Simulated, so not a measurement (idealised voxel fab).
The document below concerns the process module designated voxel fin reveal.
Section shown: cut. Width: 295 nm. Cell size: 5 nm, square.
Cross-section format: a grid of square cells, given as bands from top to bottom; each band is one or more rows of cells.
Look at the band entry: it leads with the top's height and the bottom's height in nm. Then it lists the materials left to right, with a width in nm for each. The word "everywhere" on a single material says that material fills the band edge to edge. The word "air" is empty space.
Measure heights from 0. That's the level where, below it, the as-received wafer is all one material. The lowest band is bottomless and extends downward; write it as in "0..down".
So if you see something like "30..40" for the width, read it as the top row of the band sitting at the first number and the bottom row at the second, with every row in between moving by the same amount as the last.
For the purposes of this document, the phrase "nothing altered" attached to a step denotes that no cell within the cross-section was modified by that step.
"Closed void entries": sealed empty spaces, 8 cells or more, no open way to top, listed width x height at distance, with distance from the left edge and width, height and distance in nm.
If you see something after the settings on a step's line, that's the simulator's own remark about that step.
The "overlay nm" setting may appear on a step's line; for a step that uses a mask, it gives how far to the right of its planned position the mask lay, and a negative value indicates the left.

[Set out below are the planned steps of the process]
1,RECEIVE | material Si
2,CONFORMAL_DEP | material SiN | thk nm 10
3,MASKED_ETCH | tone cover | mask id FINS | width nm 15 | pitch nm 45 | etch materials SiN | depth nm 10 | overlay nm 0
4,MASKED_ETCH | tone cover | mask id FINS | width nm 15 | pitch nm 45 | etch materials Si | depth nm 40 | overlay nm 0
5,OXIDIZE | depth nm 5
6,FILL_DEP | material SiO2 | thk nm 15
7,CMP | height nm 10
8,SELECTIVE_ETCH | etch materials SiO2 | depth nm 25
9,STRIP | etch materials SiN

[First wafer, two in total, run as planned]

[Cross-section of the wafer at receipt, which is the condition after step 1]
- 0..down: Si everywhere
- Closed void entries: none

[How the wafer stands in section after step 2]
- 10..0: SiN everywhere
- Note: structure below 0 unchanged.

[How the wafer stands in section after step 3]
- 10..0: air 115, SiN 15, air 30, SiN 15, air 120
- Note: structure below 0 unchanged.

[How the wafer stands in section after step 4]
- 10..0: air 115, SiN 15, air 30, SiN 15, air 120
- 0..-40: air 115, Si 15, air 30, Si 15, air 120
- Note: structure below -40 unchanged.

[How the wafer stands in section after step 5]
- 10..0: air 115, SiN 15, air 30, SiN 15, air 120
- 0..-40: air 115, SiO2 5, Si 5, SiO2 5, air 30, SiO2 5, Si 5, SiO2 5, air 120
- -40..-45: SiO2 120, Si 5, SiO2 40, Si 5, SiO2 125
- Note: structure below -45 unchanged.

[How the wafer stands in section after step 6]
- 25..10: SiO2 everywhere
- 10..0: SiO2 115, SiN 15, SiO2 30, SiN 15, SiO2 120
- 0..-45: SiO2 120, Si 5, SiO2 40, Si 5, SiO2 125
- Note: structure below -45 unchanged.

[How the wafer stands in section after step 7]
- 10..0: SiO2 115, SiN 15, SiO2 30, SiN 15, SiO2 120
- Note: structure below 0 unchanged.

[How the wafer stands in section after step 8]
- 10..0: air 115, SiN 15, air 30, SiN 15, air 120
- 0..-15: air 120, Si 5, air 40, Si 5, air 125
- Note: structure below -15 unchanged.

[How the wafer stands in section after step 9]
- 0..-15: air 120, Si 5, air 40, Si 5, air 125
- Note: structure below -15 unchanged.

[second wafer: like start, like plan, one mistake. Through step 1 it matches the first wafer]

Cross-section of the second wafer at the time by which step 2 should have been completed according to the plan: nothing altered

Cross-section of the second wafer at the time by which step 3 should have been completed according to the plan: nothing altered

[Cross-section of the second wafer at the time by which step 4 should have been completed according to the plan]
- 0..-40: air 115, Si 15, air 30, Si 15, air 120
- Note: structure below -40 unchanged.

[Cross-section of the second wafer at the time by which step 5 should have been completed according to the plan]
- 0..-5: air 115, SiO2 15, air 30, SiO2 15, air 120
- -5..-40: air 115, SiO2 5, Si 5, SiO2 5, air 30, SiO2 5, Si 5, SiO2 5, air 120
- -40..-45: SiO2 120, Si 5, SiO2 40, Si 5, SiO2 125
- Note: structure below -45 unchanged.

[Cross-section of the second wafer at the time by which step 6 should have been completed according to the plan]
- 15..-5: SiO2 everywhere
- -5..-45: SiO2 120, Si 5, SiO2 40, Si 5, SiO2 125
- Note: structure below -45 unchanged.

[Cross-section of the second wafer at the time by which step 7 should have been completed according to the plan]
- 10..-5: SiO2 everywhere
- Note: structure below -5 unchanged.

[Cross-section of the second wafer at the time by which step 8 should have been completed according to the plan]
- -5..-15: air 120, Si 5, air 40, Si 5, air 125
- Note: structure below -15 unchanged.

Cross-section of the second wafer at the time by which step 9 should have been completed according to the plan: nothing altered
Short version of what went wrong: yeah, step 2 of the plan got skipped, never ran
at the end the second wafer has, in cells: Si: 2 fewer
